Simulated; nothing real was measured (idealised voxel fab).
Presented below is a process module, voxel self aligned vias.
Square cell edge 5 nm, section width 160 nm, ID cut.
In this document a cross-section is written as a grid of square cells. It is given as a series of bands, listed from the top down, and a band is one or more rows of cells. Top, bottom (nm), then materials left to right with widths (nm); lone material tagged "throughout" fills the whole band edge to edge; "empty" = empty space. Heights are reckoned from 0. Under this level, the received wafer is all of one material. The bottommost band is open-ended downward, for example "0 -> down". You'd read "30 to 40" like this: the band's top row of cells is as wide as the first number, its bottom row is as wide as the second, and going down, every row changes width by the same amount as the row before did. When a step is marked "changes: none", none of the cells in the cross-section changed during that step. The list in "Closed internal cavities" covers empty spaces of 8 cells or more that cannot reach the top through any open way, and it gives each as width x height at distance; the distance is from the left edge, and width, height and distance are in nm. Whatever follows a step's settings on its line is a remark the simulator itself makes about that step. Among the settings permitted on a step's line is "overlay nm"; applied to a step with a mask, it specifies the extent to which the mask lay to the right of its planned position, whereas a negative figure signifies a position to the left.
[Set out below are the planned steps of the process]
- 1: RECEIVE (material Si)
- 2: CONFORMAL_DEP (material SiO2; thk nm 10)
- 3: CONFORMAL_DEP (material SiCN; thk nm 5)
- 4: DIRECTIONAL_DEP (material lowk; thk nm 25)
- 5: DIRECTIONAL_DEP (material aC; thk nm 15)
- 6: PATTERN (tone open; mask id LINES; material resist; width nm 25; pitch nm 55; thk nm 30; overlay nm 0)
- 7: DIRECTIONAL_ETCH (etch materials aC; depth nm 15)
- 8: STRIP (etch materials resist)
- 9: DIRECTIONAL_ETCH (etch materials lowk; depth nm 25)
- 10: STRIP (etch materials aC)
- 11: CONFORMAL_DEP (material TiN; thk nm 5)
- 12: FILL_DEP (material Ru; thk nm 5)
- 13: CMP (height nm 40)
- 14: SELECTIVE_ETCH (etch materials W Ru TiN; depth nm 5)
- 15: FILL_DEP (material SiN; thk nm 10)
- 16: CMP (height nm 40)
- 17: DIRECTIONAL_DEP (material lowk; thk nm 15)
- 18: PATTERN (tone open; mask id VIAS; material resist; width nm 35; pitch nm 55; thk nm 15; overlay nm 0)
- 19: DIRECTIONAL_ETCH (etch materials lowk; depth nm 15)
- 20: DIRECTIONAL_ETCH (etch materials SiN; depth nm 5)
- 21: STRIP (etch materials resist)
- 22: CONFORMAL_DEP (material TiN; thk nm 5)
- 23: FILL_DEP (material W; thk nm 10)
- 24: CMP (height nm 55)
- 25: CONFORMAL_DEP (material SiN; thk nm 5)
[Cross-section of the wafer upon arrival, representing the state reached after step 1]
    0 -> down  Si throughout
    Closed internal cavities: none
[Cross-sectional result after module completion. Note: starting condition and plan are unchanged from above; one processing mistake was made]
    75 -> 70  SiN throughout
    70 -> 60  W throughout
    60 -> 55  TiN: 40 | W: 25 | TiN: 30 | W: 25 | TiN: 40
    55 -> 45  lowk: 35 | TiN: 5 | W: 25 | TiN: 5 | lowk: 20 | TiN: 5 | W: 25 | TiN: 5 | lowk: 35
    45 -> 40  lowk: 35 | TiN: 10 | W: 15 | TiN: 10 | lowk: 20 | TiN: 10 | W: 15 | TiN: 10 | lowk: 35
    40 -> 35  lowk: 40 | TiN: 25 | lowk: 30 | TiN: 25 | lowk: 40
    35 -> 20  lowk: 40 | TiN: 5 | Ru: 15 | TiN: 5 | lowk: 30 | TiN: 5 | Ru: 15 | TiN: 5 | lowk: 40
    20 -> 15  lowk: 40 | TiN: 25 | lowk: 30 | TiN: 25 | lowk: 40
    15 -> 10  SiCN throughout
    10 -> 0  SiO2 throughout
    0 -> down  Si throughout
    Closed internal cavities: none
The mistake made against the process plan was this: yeah, step 24 of the plan got skipped, never ran
